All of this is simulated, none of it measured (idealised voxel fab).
The process module that follows is named voxel self aligned contacts.
The width of the displayed cross-section, cut, is 245 nm; its cells are square, with a size of 5 nm.
Throughout this document, each cross-section is represented as a grid of square cells and is presented as a sequence of bands enumerated from the top downward, where a band comprises one or more rows of cells. Heads up on the band format: heights come first, top then bottom, in nm. After that it's the materials left to right, each with its width in nm. A single material flagged "everywhere" fills the whole band edge to edge, and "empty" means there's empty space there. Heights from 0 (as-received wafer is one material below). Bottom band endless downward, as "0 and below". A width given as "30..40" starts at the first number in the band's top row and ends at the second number in its bottom row, shifting by an equal amount at every step from row to row. "changes: none" means the step left every cell of the cross-section as it was. Listed in "Closed void entries": every empty space of 8 or more cells without an open way to the top. Form: width x height at distance, the distance being from the left edge, all in nm. Read whatever lies past the settings on a step's line as the simulator's own remark about the step. Regarding "overlay nm": on a step with a mask, it is the distance the mask lay to the right of its planned place; a negative value places it to the left.
# Steps planned for the process
step 1: RECEIVE,material Si
step 2: OXIDIZE,depth nm 5
step 3: DIRECTIONAL_DEP,material polySi,thk nm 20
step 4: DIRECTIONAL_DEP,material SiN,thk nm 20
step 5: PATTERN,tone cover,mask id GATE,material resist,width nm 35,pitch nm 60,thk nm 20,overlay nm 0
step 6: DIRECTIONAL_ETCH,etch materials SiN,depth nm 20
step 7: DIRECTIONAL_ETCH,etch materials polySi,depth nm 20
step 8: STRIP,etch materials resist
step 9: CONFORMAL_DEP,material SiN,thk nm 5
step 10: DIRECTIONAL_ETCH,etch materials SiN,depth nm 5
step 11: FILL_DEP,material SiO2,thk nm 10
step 12: CMP,height nm 45
step 13: MASKED_ETCH,tone open,mask id CONTACT,width nm 45,etch materials SiO2,depth nm 50,overlay nm 0
step 14: CONFORMAL_DEP,material TiN,thk nm 5
step 15: FILL_DEP,material W,thk nm 10
step 16: CMP,height nm 45
step 17: CONFORMAL_DEP,material SiN,thk nm 5
# Wafer, first of two, run as planned
# Received-state cross-section, reflecting completion of step 1
- 0 and below = Si everywhere
- Closed void entries: none
# State of the wafer after step 2, shown in cross-section
- 0 down to -5 = SiO2 everywhere
- At heights below -5, the structure remains unaltered.
# State of the wafer after step 3, shown in cross-section
- 20 down to 0 = polySi everywhere
- At heights below 0, the structure remains unaltered.
# State of the wafer after step 4, shown in cross-section
- 40 down to 20 = SiN everywhere
- At heights below 20, the structure remains unaltered.
# State of the wafer after step 5, shown in cross-section
- 60 down to 40 = 75 of empty; 35 of resist; 25 of empty; 35 of resist; 75 of empty
- At heights below 40, the structure remains unaltered.
# State of the wafer after step 6, shown in cross-section
- 60 down to 40 = 75 of empty; 35 of resist; 25 of empty; 35 of resist; 75 of empty
- 40 down to 20 = 75 of empty; 35 of SiN; 25 of empty; 35 of SiN; 75 of empty
- At heights below 20, the structure remains unaltered.
# State of the wafer after step 7, shown in cross-section
- 60 down to 40 = 75 of empty; 35 of resist; 25 of empty; 35 of resist; 75 of empty
- 40 down to 20 = 75 of empty; 35 of SiN; 25 of empty; 35 of SiN; 75 of empty
- 20 down to 0 = 75 of empty; 35 of polySi; 25 of empty; 35 of polySi; 75 of empty
- At heights below 0, the structure remains unaltered.
# State of the wafer after step 8, shown in cross-section
- 40 down to 20 = 75 of empty; 35 of SiN; 25 of empty; 35 of SiN; 75 of empty
- At heights below 20, the structure remains unaltered.
# State of the wafer after step 9, shown in cross-section
- 45 down to 20 = 70 of empty; 45 of SiN; 15 of empty; 45 of SiN; 70 of empty
- 20 down to 5 = 70 of empty; 5 of SiN; 35 of polySi; 5 of SiN; 15 of empty; 5 of SiN; 35 of polySi; 5 of SiN; 70 of empty
- 5 down to 0 = 75 of SiN; 35 of polySi; 25 of SiN; 35 of polySi; 75 of SiN
- At heights below 0, the structure remains unaltered.
# State of the wafer after step 10, shown in cross-section
- 40 down to 20 = 70 of empty; 45 of SiN; 15 of empty; 45 of SiN; 70 of empty
- 20 down to 0 = 70 of empty; 5 of SiN; 35 of polySi; 5 of SiN; 15 of empty; 5 of SiN; 35 of polySi; 5 of SiN; 70 of empty
- At heights below 0, the structure remains unaltered.
# State of the wafer after step 11, shown in cross-section
- 50 down to 40 = SiO2 everywhere
- 40 down to 20 = 70 of SiO2; 45 of SiN; 15 of SiO2; 45 of SiN; 70 of SiO2
- 20 down to 0 = 70 of SiO2; 5 of SiN; 35 of polySi; 5 of SiN; 15 of SiO2; 5 of SiN; 35 of polySi; 5 of SiN; 70 of SiO2
- At heights below 0, the structure remains unaltered.
# State of the wafer after step 12, shown in cross-section
- 45 down to 40 = SiO2 everywhere
- At heights below 40, the structure remains unaltered.
# State of the wafer after step 13, shown in cross-section
- 45 down to 40 = 100 of SiO2; 45 of empty; 100 of SiO2
- 40 down to 20 = 70 of SiO2; 45 of SiN; 15 of empty; 45 of SiN; 70 of SiO2
- 20 down to 0 = 70 of SiO2; 5 of SiN; 35 of polySi; 5 of SiN; 15 of empty; 5 of SiN; 35 of polySi; 5 of SiN; 70 of SiO2
- 0 down to -5 = 115 of SiO2; 15 of empty; 115 of SiO2
- At heights below -5, the structure remains unaltered.
# State of the wafer after step 14, shown in cross-section
- 50 down to 45 = 105 of TiN; 35 of empty; 105 of TiN
- 45 down to 40 = 100 of SiO2; 20 of TiN; 5 of empty; 20 of TiN; 100 of SiO2
- 40 down to 20 = 70 of SiO2; 45 of SiN; 5 of TiN; 5 of empty; 5 of TiN; 45 of SiN; 70 of SiO2
- 20 down to 0 = 70 of SiO2; 5 of SiN; 35 of polySi; 5 of SiN; 5 of TiN; 5 of empty; 5 of TiN; 5 of SiN; 35 of polySi; 5 of SiN; 70 of SiO2
- 0 down to -5 = 115 of SiO2; 15 of TiN; 115 of SiO2
- At heights below -5, the structure remains unaltered.
# State of the wafer after step 15, shown in cross-section
- 60 down to 50 = W everywhere
- 50 down to 45 = 105 of TiN; 35 of W; 105 of TiN
- 45 down to 40 = 100 of SiO2; 20 of TiN; 5 of W; 20 of TiN; 100 of SiO2
- 40 down to 20 = 70 of SiO2; 45 of SiN; 5 of TiN; 5 of W; 5 of TiN; 45 of SiN; 70 of SiO2
- 20 down to 0 = 70 of SiO2; 5 of SiN; 35 of polySi; 5 of SiN; 5 of TiN; 5 of W; 5 of TiN; 5 of SiN; 35 of polySi; 5 of SiN; 70 of SiO2
- At heights below 0, the structure remains unaltered.
# State of the wafer after step 16, shown in cross-section
- 45 down to 40 = 100 of SiO2; 20 of TiN; 5 of W; 20 of TiN; 100 of SiO2
- At heights below 40, the structure remains unaltered.
# State of the wafer after step 17, shown in cross-section
- 50 down to 45 = SiN everywhere
- At heights below 45, the structure remains unaltered.
# Now the other wafer: same start, same recipe, but we messed up one thing when running it. Up to and including step 4 it's the same as the first one
# What the second wafer looks like in cross-section when step 5 should have wrapped up
- 60 down to 40 = 85 of empty; 35 of resist; 25 of empty; 35 of resist; 65 of empty
- At heights below 40, the structure remains unaltered.
# What the second wafer looks like in cross-section when step 6 should have wrapped up
- 60 down to 40 = 85 of empty; 35 of resist; 25 of empty; 35 of resist; 65 of empty
- 40 down to 20 = 85 of empty; 35 of SiN; 25 of empty; 35 of SiN; 65 of empty
- At heights below 20, the structure remains unaltered.
# What the second wafer looks like in cross-section when step 7 should have wrapped up
- 60 down to 40 = 85 of empty; 35 of resist; 25 of empty; 35 of resist; 65 of empty
- 40 down to 20 = 85 of empty; 35 of SiN; 25 of empty; 35 of SiN; 65 of empty
- 20 down to 0 = 85 of empty; 35 of polySi; 25 of empty; 35 of polySi; 65 of empty
- At heights below 0, the structure remains unaltered.
# What the second wafer looks like in cross-section when step 8 should have wrapped up
- 40 down to 20 = 85 of empty; 35 of SiN; 25 of empty; 35 of SiN; 65 of empty
- At heights below 20, the structure remains unaltered.
# What the second wafer looks like in cross-section when step 9 should have wrapped up
- 45 down to 20 = 80 of empty; 45 of SiN; 15 of empty; 45 of SiN; 60 of empty
- 20 down to 5 = 80 of empty; 5 of SiN; 35 of polySi; 5 of SiN; 15 of empty; 5 of SiN; 35 of polySi; 5 of SiN; 60 of empty
- 5 down to 0 = 85 of SiN; 35 of polySi; 25 of SiN; 35 of polySi; 65 of SiN
- At heights below 0, the structure remains unaltered.
# What the second wafer looks like in cross-section when step 10 should have wrapped up
- 40 down to 20 = 80 of empty; 45 of SiN; 15 of empty; 45 of SiN; 60 of empty
- 20 down to 0 = 80 of empty; 5 of SiN; 35 of polySi; 5 of SiN; 15 of empty; 5 of SiN; 35 of polySi; 5 of SiN; 60 of empty
- At heights below 0, the structure remains unaltered.
# What the second wafer looks like in cross-section when step 11 should have wrapped up
- 50 down to 40 = SiO2 everywhere
- 40 down to 20 = 80 of SiO2; 45 of SiN; 15 of SiO2; 45 of SiN; 60 of SiO2
- 20 down to 0 = 80 of SiO2; 5 of SiN; 35 of polySi; 5 of SiN; 15 of SiO2; 5 of SiN; 35 of polySi; 5 of SiN; 60 of SiO2
- At heights below 0, the structure remains unaltered.
# What the second wafer looks like in cross-section when step 12 should have wrapped up
- 45 down to 40 = SiO2 everywhere
- At heights below 40, the structure remains unaltered.
# What the second wafer looks like in cross-section when step 13 should have wrapped up
- 45 down to 40 = 100 of SiO2; 45 of empty; 100 of SiO2
- 40 down to 20 = 80 of SiO2; 45 of SiN; 15 of empty; 45 of SiN; 60 of SiO2
- 20 down to 0 = 80 of SiO2; 5 of SiN; 35 of polySi; 5 of SiN; 15 of empty; 5 of SiN; 35 of polySi; 5 of SiN; 60 of SiO2
- 0 down to -5 = 125 of SiO2; 15 of empty; 105 of SiO2
- At heights below -5, the structure remains unaltered.
# What the second wafer looks like in cross-section when step 14 should have wrapped up
- 50 down to 45 = 105 of TiN; 35 of empty; 105 of TiN
- 45 down to 40 = 100 of SiO2; 30 of TiN; 5 of empty; 10 of TiN; 100 of SiO2
- 40 down to 20 = 80 of SiO2; 45 of SiN; 5 of TiN; 5 of empty; 5 of TiN; 45 of SiN; 60 of SiO2
- 20 down to 0 = 80 of SiO2; 5 of SiN; 35 of polySi; 5 of SiN; 5 of TiN; 5 of empty; 5 of TiN; 5 of SiN; 35 of polySi; 5 of SiN; 60 of SiO2
- 0 down to -5 = 125 of SiO2; 15 of TiN; 105 of SiO2
- At heights below -5, the structure remains unaltered.
# What the second wafer looks like in cross-section when step 15 should have wrapped up
- 60 down to 50 = W everywhere
- 50 down to 45 = 105 of TiN; 35 of W; 105 of TiN
- 45 down to 40 = 100 of SiO2; 30 of TiN; 5 of W; 10 of TiN; 100 of SiO2
- 40 down to 20 = 80 of SiO2; 45 of SiN; 5 of TiN; 5 of W; 5 of TiN; 45 of SiN; 60 of SiO2
- 20 down to 0 = 80 of SiO2; 5 of SiN; 35 of polySi; 5 of SiN; 5 of TiN; 5 of W; 5 of TiN; 5 of SiN; 35 of polySi; 5 of SiN; 60 of SiO2
- At heights below 0, the structure remains unaltered.
# What the second wafer looks like in cross-section when step 16 should have wrapped up
- 45 down to 40 = 100 of SiO2; 30 of TiN; 5 of W; 10 of TiN; 100 of SiO2
- At heights below 40, the structure remains unaltered.
# What the second wafer looks like in cross-section when step 17 should have wrapped up
- 50 down to 45 = SiN everywhere
- At heights below 45, the structure remains unaltered.
Error vs. plan: rather than as planned, step 5 actually ran as PATTERN,tone cover,mask id GATE,material resist,width nm 35,pitch nm 60,thk nm 20,overlay nm 10
Cell counts per material: same on both final wafers. Positions: different.
